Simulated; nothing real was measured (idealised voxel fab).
Title: Process Module voxel wiring stack
Displayed cross-section: cut, width of 235 nm, square cells sized 5 nm.
Throughout this document, each cross-section is represented as a grid of square cells and is presented as a sequence of bands enumerated from the top downward, where a band comprises one or more rows of cells.
A band entry consists of two parts. The first gives the height of the band's top and the height of its bottom, in nm. The rest lists the band's materials from left to right, each with its width in nm. A single material labelled with the word "throughout" fills the band from edge to edge, and the word "empty" marks empty space.
All heights in this document are referenced to 0, defined as the level beneath which the wafer, as received, consists entirely of one material. The lowest band is not bounded below; it extends indefinitely downward and is written in the form "0..down".
The two numbers in a width such as "30->40" mark its ends across the band: the first belongs to the top row of cells, the second to the bottom row, and from each row to the next the width moves by the same amount.
It should be understood that the words "changes: none", when stated for a given step, signify that the cross-section underwent no change in any of its cells during that step.
In the "Closed void entries" entry, you get each enclosed empty space of 8 cells or more, one with no open way to the top, written width x height at distance, distance from the left edge, in nm.
Past the settings on a step's line: simulator remark, on that step.
The optional step-line setting "overlay nm" applies to steps with a mask and quantifies how far to the right of its planned location the mask lay, a negative value indicating leftward placement.

-- Set out below are the planned steps of the process
1 op RECEIVE | material Si
2 op CONFORMAL_DEP | material SiO2 | thk nm 15
3 op DIRECTIONAL_DEP | material TiN | thk nm 5
4 op DIRECTIONAL_DEP | material W | thk nm 25
5 op DIRECTIONAL_DEP | material aC | thk nm 15
6 op PATTERN | tone cover | mask id METAL_1 | material resist | width nm 25 | pitch nm 45 | thk nm 35 | overlay nm 0
7 op DIRECTIONAL_ETCH | etch materials aC | depth nm 15
8 op STRIP | etch materials resist
9 op DIRECTIONAL_ETCH | etch materials W | depth nm 25
10 op DIRECTIONAL_ETCH | etch materials TiN | depth nm 5
11 op STRIP | etch materials aC
12 op CONFORMAL_DEP | material SiCN | thk nm 5
13 op FILL_DEP | material lowk | thk nm 10
14 op CMP | height nm 45
15 op CONFORMAL_DEP | material SiCN | thk nm 5
16 op DIRECTIONAL_DEP | material SiO2 | thk nm 30
17 op DIRECTIONAL_DEP | material aC | thk nm 15
18 op PATTERN | tone open | mask id METAL_2 | material resist | width nm 25 | pitch nm 45 | thk nm 35 | overlay nm 0
19 op DIRECTIONAL_ETCH | etch materials aC | depth nm 15
20 op STRIP | etch materials resist
21 op DIRECTIONAL_ETCH | etch materials SiO2 | depth nm 15
22 op STRIP | etch materials aC
23 op MASKED_ETCH | tone open | mask id METAL_2_HOLES | width nm 15 | pitch nm 45 | etch materials SiO2 | depth nm 15 | overlay nm 0
24 op MASKED_ETCH | tone open | mask id METAL_2_HOLES | width nm 15 | pitch nm 45 | etch materials SiCN | depth nm 5 | overlay nm 0
25 op CONFORMAL_DEP | material TiN | thk nm 5
26 op FILL_DEP | material Cu | thk nm 10
27 op CMP | height nm 80
28 op CONFORMAL_DEP | material SiCN | thk nm 5
29 op DIRECTIONAL_DEP | material SiO2 | thk nm 25
30 op PATTERN | tone open | mask id METAL_3 | material resist | width nm 25 | pitch nm 45 | thk nm 15 | overlay nm 0
31 op DIRECTIONAL_ETCH | etch materials SiO2 | depth nm 15
32 op STRIP | etch materials resist
33 op MASKED_ETCH | tone open | mask id METAL_3_HOLES | width nm 15 | pitch nm 90 | etch materials SiO2 | depth nm 10 | overlay nm 0
34 op MASKED_ETCH | tone open | mask id METAL_3_HOLES | width nm 15 | pitch nm 90 | etch materials SiCN | depth nm 5 | overlay nm 0
35 op CONFORMAL_DEP | material TiN | thk nm 5
36 op FILL_DEP | material Cu | thk nm 10
37 op CMP | height nm 110
38 op CONFORMAL_DEP | material SiCN | thk nm 5

-- Delivered wafer in cross-section: state after step 1
  0..down | Si throughout
  Closed void entries: none

-- Cross-section at module end, one run error; start and plan unchanged from above
  115..110 | SiCN throughout
  110..100 | SiO2: 60 | TiN: 5 | Cu: 15 | TiN: 5 | SiO2: 20 | TiN: 5 | Cu: 15 | TiN: 5 | SiO2: 20 | TiN: 5 | Cu: 15 | TiN: 5 | SiO2: 60
  100..95 | SiO2: 60 | TiN: 5 | Cu: 5 | TiN: 15 | SiO2: 20 | TiN: 25 | SiO2: 20 | TiN: 5 | Cu: 5 | TiN: 15 | SiO2: 60
  95..90 | SiO2: 60 | TiN: 5 | Cu: 5 | TiN: 5 | SiO2: 75 | TiN: 5 | Cu: 5 | TiN: 5 | SiO2: 70
  90..85 | SiO2: 60 | TiN: 15 | SiO2: 75 | TiN: 15 | SiO2: 70
  85..80 | TiN throughout
  80..70 | SiO2: 60 | TiN: 5 | Cu: 15 | TiN: 5 | SiO2: 20 | TiN: 5 | Cu: 15 | TiN: 5 | SiO2: 20 | TiN: 5 | Cu: 15 | TiN: 5 | SiO2: 60
  70..65 | SiO2: 60 | TiN: 5 | Cu: 5 | TiN: 15 | SiO2: 20 | TiN: 5 | Cu: 5 | TiN: 15 | SiO2: 20 | TiN: 5 | Cu: 5 | TiN: 15 | SiO2: 60
  65..50 | SiO2: 60 | TiN: 5 | Cu: 5 | TiN: 5 | SiO2: 30 | TiN: 5 | Cu: 5 | TiN: 5 | SiO2: 30 | TiN: 5 | Cu: 5 | TiN: 5 | SiO2: 70
  50..45 | SiCN: 60 | TiN: 15 | SiCN: 30 | TiN: 15 | SiCN: 30 | TiN: 15 | SiCN: 70
  45..20 | lowk: 55 | SiCN: 5 | W: 25 | SiCN: 5 | lowk: 10 | SiCN: 5 | W: 25 | SiCN: 5 | lowk: 10 | SiCN: 5 | W: 25 | SiCN: 5 | lowk: 55
  20..15 | SiCN: 60 | TiN: 25 | SiCN: 20 | TiN: 25 | SiCN: 20 | TiN: 25 | SiCN: 60
  15..0 | SiO2 throughout
  0..down | Si throughout
  Closed void entries: none
So what did we get wrong on this run? so step 28 ended up running with a different setting than we planned, it ran as op CONFORMAL_DEP | material TiN | thk nm 5
